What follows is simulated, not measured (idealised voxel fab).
You're looking at the process module voxel gate over fins.
Shown is cross-section cut, with a width of 245 nm and square cells of size 5 nm.
Cross-section layout: square cells on a grid; listed as bands, top to bottom; a band spans one or more cell rows.
Look at the band entry: it leads with the top's height and the bottom's height in nm. Then it lists the materials left to right, with a width in nm for each. The word "edge to edge" on a single material says that material fills the band edge to edge. The word "empty" is empty space.
A quick word on heights: they are counted from 0, and under that level the wafer as it came to us is one material throughout. The lowest band is different from the rest in having no bottom; it simply continues downward, written as in "top 0, no bottom".
When a width is written as two numbers, as in "30 to 40", the first number is the width in the top row of cells of the band and the second is the width in its bottom row, and the width changes by the same amount from each row to the next.
"changes: none" for a step: no cell of the cross-section changed in that step.
Empty spaces counting at least 8 cells and having no open way to the top are listed in "Enclosed voids". The notation width x height at distance is used for each, the distance being from the left edge and all three values in nm.
It should be noted that, on the line of a given step, the content following the step's settings is a remark produced by the simulator itself with respect to that step.
The optional step-line setting "overlay nm" applies to steps with a mask and quantifies how far to the right of its planned location the mask lay, a negative value indicating leftward placement.

Process steps (planned):
step 1: RECEIVE [material Si]
step 2: CONFORMAL_DEP [material SiN] [thk nm 5]
step 3: PATTERN [tone cover] [mask id FINS] [material resist] [width nm 15] [pitch nm 45] [thk nm 20] [overlay nm 0]
step 4: DIRECTIONAL_ETCH [etch materials SiN] [depth nm 5]
step 5: DIRECTIONAL_ETCH [etch materials Si] [depth nm 40]
step 6: STRIP [etch materials resist]
step 7: FILL_DEP [material SiO2] [thk nm 10]
step 8: CMP [height nm 5]
step 9: SELECTIVE_ETCH [etch materials SiO2] [depth nm 20]
step 10: STRIP [etch materials SiN]
step 11: CONFORMAL_DEP [material HfO2] [thk nm 5]
step 12: CONFORMAL_DEP [material TiN] [thk nm 5]
step 13: CONFORMAL_DEP [material TiAl] [thk nm 5]
step 14: CONFORMAL_DEP [material TiN] [thk nm 5]
step 15: FILL_DEP [material W] [thk nm 10]
step 16: CMP [height nm 25]
step 17: CONFORMAL_DEP [material SiN] [thk nm 10]

Cross-section of the wafer upon arrival, representing the state reached after step 1:
- top 0, no bottom  Si edge to edge
- Enclosed voids: none

Wafer at module end, in section. Began as above, planned as above, run with one mistake:
- top 35, bottom 25  SiN edge to edge
- top 25, bottom 20  W edge to edge
- top 20, bottom 15  W 20 nm, then TiN 190 nm, then W 35 nm
- top 15, bottom 10  W 20 nm, then TiN 5 nm, then TiAl 180 nm, then TiN 5 nm, then W 35 nm
- top 10, bottom 5  W 20 nm, then TiN 5 nm, then TiAl 5 nm, then TiN 35 nm, then TiAl 10 nm, then TiN 35 nm, then TiAl 10 nm, then TiN 35 nm, then TiAl 10 nm, then TiN 35 nm, then TiAl 5 nm, then TiN 5 nm, then W 35 nm
- top 5, bottom 0  TiN 25 nm, then TiAl 5 nm, then TiN 5 nm, then HfO2 25 nm, then TiN 5 nm, then TiAl 10 nm, then TiN 5 nm, then HfO2 25 nm, then TiN 5 nm, then TiAl 10 nm, then TiN 5 nm, then HfO2 25 nm, then TiN 5 nm, then TiAl 10 nm, then TiN 5 nm, then HfO2 25 nm, then TiN 5 nm, then TiAl 5 nm, then TiN 40 nm
- top 0, bottom -5  TiAl 30 nm, then TiN 5 nm, then HfO2 5 nm, then Si 15 nm, then HfO2 5 nm, then TiN 5 nm, then TiAl 10 nm, then TiN 5 nm, then HfO2 5 nm, then Si 15 nm, then HfO2 5 nm, then TiN 5 nm, then TiAl 10 nm, then TiN 5 nm, then HfO2 5 nm, then Si 15 nm, then HfO2 5 nm, then TiN 5 nm, then TiAl 10 nm, then TiN 5 nm, then HfO2 5 nm, then Si 15 nm, then HfO2 5 nm, then TiN 5 nm, then TiAl 45 nm
- top -5, bottom -10  TiN 35 nm, then HfO2 5 nm, then Si 15 nm, then HfO2 5 nm, then TiN 20 nm, then HfO2 5 nm, then Si 15 nm, then HfO2 5 nm, then TiN 20 nm, then HfO2 5 nm, then Si 15 nm, then HfO2 5 nm, then TiN 20 nm, then HfO2 5 nm, then Si 15 nm, then HfO2 5 nm, then TiN 50 nm
- top -10, bottom -15  HfO2 40 nm, then Si 15 nm, then HfO2 30 nm, then Si 15 nm, then HfO2 30 nm, then Si 15 nm, then HfO2 30 nm, then Si 15 nm, then HfO2 55 nm
- top -15, bottom -40  SiO2 40 nm, then Si 15 nm, then SiO2 30 nm, then Si 15 nm, then SiO2 30 nm, then Si 15 nm, then SiO2 30 nm, then Si 15 nm, then SiO2 55 nm
- top -40, no bottom  Si edge to edge
- Enclosed voids: none
Want to know what went wrong? note that step 3 departed from the planned setting and was carried out as PATTERN [tone cover] [mask id FINS] [material resist] [width nm 15] [pitch nm 45] [thk nm 20] [overlay nm -5]
